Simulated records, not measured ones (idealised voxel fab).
This is a process module. Its name is voxel transistor to metal.
The width of the displayed cross-section, cut, is 180 nm; its cells are square, with a size of 5 nm.
This document writes a cross-section as a grid whose cells are square, and gives it as bands, listed from the top down; one or more rows of cells form a band.
Heights first: top, then bottom, in nm. Then materials, left to right, each with a width in nm. "full width" on a single material: fills the band edge to edge. "empty": empty space.
The level at which height equals 0 is the one under which the wafer, as it arrives, is entirely one material. No lower edge exists for the bottom band, which continues downward and is notated as in "0 nm and below".
It should be noted that a width expressed as "30->40" varies in equal increments from row to row of cells within the band, taking the value of the first number at the top row and that of the second number at the bottom row.
Where a step carries "remained unchanged", the cross-section came out of it unchanged, cell for cell.
Basically, "Voids, fully enclosed" tells you about the enclosed voids: empty spaces with no open way to the top, 8 cells or bigger, each written width x height at distance, where distance is from the left edge, all in nm.
Post-settings text on a step line: simulator's own remark regarding the step.
overlay nm: where the mask lay relative to plan, measured to the right, on steps with a mask; negatives go left.
The following list gives the planned process steps:
| 1 | RECEIVE [material Si] |
| 2 | CONFORMAL_DEP [material SiO2] [thk nm 5] |
| 3 | CONFORMAL_DEP [material SiN] [thk nm 10] |
| 4 | PATTERN [tone cover] [mask id ACTIVE] [material resist] [width nm 105] [thk nm 20] [overlay nm 0] |
| 5 | DIRECTIONAL_ETCH [etch materials SiN] [depth nm 10] |
| 6 | DIRECTIONAL_ETCH [etch materials SiO2] [depth nm 5] |
| 7 | DIRECTIONAL_ETCH [etch materials Si] [depth nm 35] |
| 8 | STRIP [etch materials resist] |
| 9 | OXIDIZE [depth nm 5] |
| 10 | FILL_DEP [material SiO2] [thk nm 5] |
| 11 | CMP [height nm 15] |
| 12 | SELECTIVE_ETCH [etch materials SiO2] [depth nm 10] |
| 13 | STRIP [etch materials SiN] |
| 14 | SELECTIVE_ETCH [etch materials SiO2] [depth nm 5] |
| 15 | OXIDIZE [depth nm 5] |
| 16 | DIRECTIONAL_DEP [material polySi] [thk nm 20] |
| 17 | DIRECTIONAL_DEP [material SiCN] [thk nm 10] |
| 18 | PATTERN [tone cover] [mask id GATE] [material resist] [width nm 25] [thk nm 20] [overlay nm 0] |
| 19 | DIRECTIONAL_ETCH [etch materials SiCN] [depth nm 20] |
| 20 | DIRECTIONAL_ETCH [etch materials polySi] [depth nm 30] |
| 21 | STRIP [etch materials resist] |
| 22 | CONFORMAL_DEP [material SiN] [thk nm 10] |
| 23 | DIRECTIONAL_ETCH [etch materials SiN] [depth nm 10] |
| 24 | DIRECTIONAL_ETCH [etch materials SiO2] [depth nm 5] |
| 25 | DIRECTIONAL_ETCH [etch materials Si] [depth nm 15] |
| 26 | EPI [material pSi] [thk nm 15] |
| 27 | FILL_DEP [material SiO2] [thk nm 5] |
| 28 | CMP [height nm 20] |
| 29 | STRIP [etch materials polySi] |
| 30 | SELECTIVE_ETCH [etch materials SiO2] [depth nm 5] |
| 31 | CONFORMAL_DEP [material HfO2] [thk nm 5] |
| 32 | CONFORMAL_DEP [material TiN] [thk nm 5] |
| 33 | FILL_DEP [material W] [thk nm 5] |
| 34 | CMP [height nm 15] |
| 35 | DIRECTIONAL_DEP [material SiO2] [thk nm 15] |
| 36 | DIRECTIONAL_DEP [material aC] [thk nm 10] |
| 37 | PATTERN [tone open] [mask id CONTACT] [material resist] [width nm 15] [pitch nm 70] [thk nm 30] [overlay nm 0] |
| 38 | DIRECTIONAL_ETCH [etch materials aC] [depth nm 10] |
| 39 | STRIP [etch materials resist] |
| 40 | DIRECTIONAL_ETCH [etch materials SiO2] [depth nm 35] |
| 41 | STRIP [etch materials aC] |
| 42 | CONFORMAL_DEP [material TiN] [thk nm 5] |
| 43 | FILL_DEP [material W] [thk nm 10] |
| 44 | CMP [height nm 30] |
| 45 | CONFORMAL_DEP [material SiCN] [thk nm 5] |
| 46 | DIRECTIONAL_DEP [material SiO2] [thk nm 15] |
| 47 | DIRECTIONAL_DEP [material aC] [thk nm 15] |
| 48 | PATTERN [tone open] [mask id METAL_1] [material resist] [width nm 15] [pitch nm 70] [thk nm 30] [overlay nm 0] |
| 49 | DIRECTIONAL_ETCH [etch materials aC] [depth nm 15] |
| 50 | STRIP [etch materials resist] |
| 51 | DIRECTIONAL_ETCH [etch materials SiO2] [depth nm 15] |
| 52 | DIRECTIONAL_ETCH [etch materials SiCN] [depth nm 5] |
| 53 | STRIP [etch materials aC] |
| 54 | CONFORMAL_DEP [material TiN] [thk nm 5] |
| 55 | FILL_DEP [material Cu] [thk nm 10] |
| 56 | CMP [height nm 50] |
| 57 | CONFORMAL_DEP [material SiCN] [thk nm 5] |
| 58 | DIRECTIONAL_DEP [material SiO2] [thk nm 30] |
| 59 | DIRECTIONAL_DEP [material aC] [thk nm 15] |
| 60 | PATTERN [tone open] [mask id METAL_2] [material resist] [width nm 15] [pitch nm 70] [thk nm 35] [overlay nm 0] |
| 61 | DIRECTIONAL_ETCH [etch materials aC] [depth nm 15] |
| 62 | STRIP [etch materials resist] |
| 63 | DIRECTIONAL_ETCH [etch materials SiO2] [depth nm 20] |
| 64 | STRIP [etch materials aC] |
| 65 | DIRECTIONAL_DEP [material aC] [thk nm 15] |
| 66 | PATTERN [tone open] [mask id METAL_2_HOLES] [material resist] [width nm 15] [pitch nm 70] [thk nm 35] [overlay nm 0] |
| 67 | DIRECTIONAL_ETCH [etch materials aC] [depth nm 15] |
| 68 | STRIP [etch materials resist] |
| 69 | DIRECTIONAL_ETCH [etch materials SiO2] [depth nm 10] |
| 70 | DIRECTIONAL_ETCH [etch materials SiCN] [depth nm 5] |
| 71 | STRIP [etch materials aC] |
| 72 | CONFORMAL_DEP [material TiN] [thk nm 5] |
| 73 | FILL_DEP [material Cu] [thk nm 10] |
| 74 | CMP [height nm 85] |
| 75 | CONFORMAL_DEP [material SiN] [thk nm 5] |
varied across the wafers: width nm of step 37. The plan shows the first wafer's value. All wafers start alike
Cross-section, first of several wafers, as delivered after step 1:
> 0 nm and below = Si full width
> Voids, fully enclosed: none
Per wafer (row), end of module: delta in cells per material since receipt, (+) for gained, (-) for lost; closed voids after that:
width nm 15 | +18 Cu | +13 HfO2 | -185 Si | +60 SiCN | +48 SiN | +559 SiO2 | +79 TiN | +8 W | +48 pSi | Voids, fully enclosed: none
width nm 20 | +18 Cu | +13 HfO2 | -185 Si | +60 SiCN | +48 SiN | +548 SiO2 | +84 TiN | +14 W | +48 pSi | Voids, fully enclosed: none
width nm 25 | +18 Cu | +13 HfO2 | -185 Si | +60 SiCN | +48 SiN | +537 SiO2 | +89 TiN | +20 W | +48 pSi | Voids, fully enclosed: none
width nm 30 | +18 Cu | +13 HfO2 | -185 Si | +60 SiCN | +48 SiN | +527 SiO2 | +91 TiN | +28 W | +48 pSi | Voids, fully enclosed: none
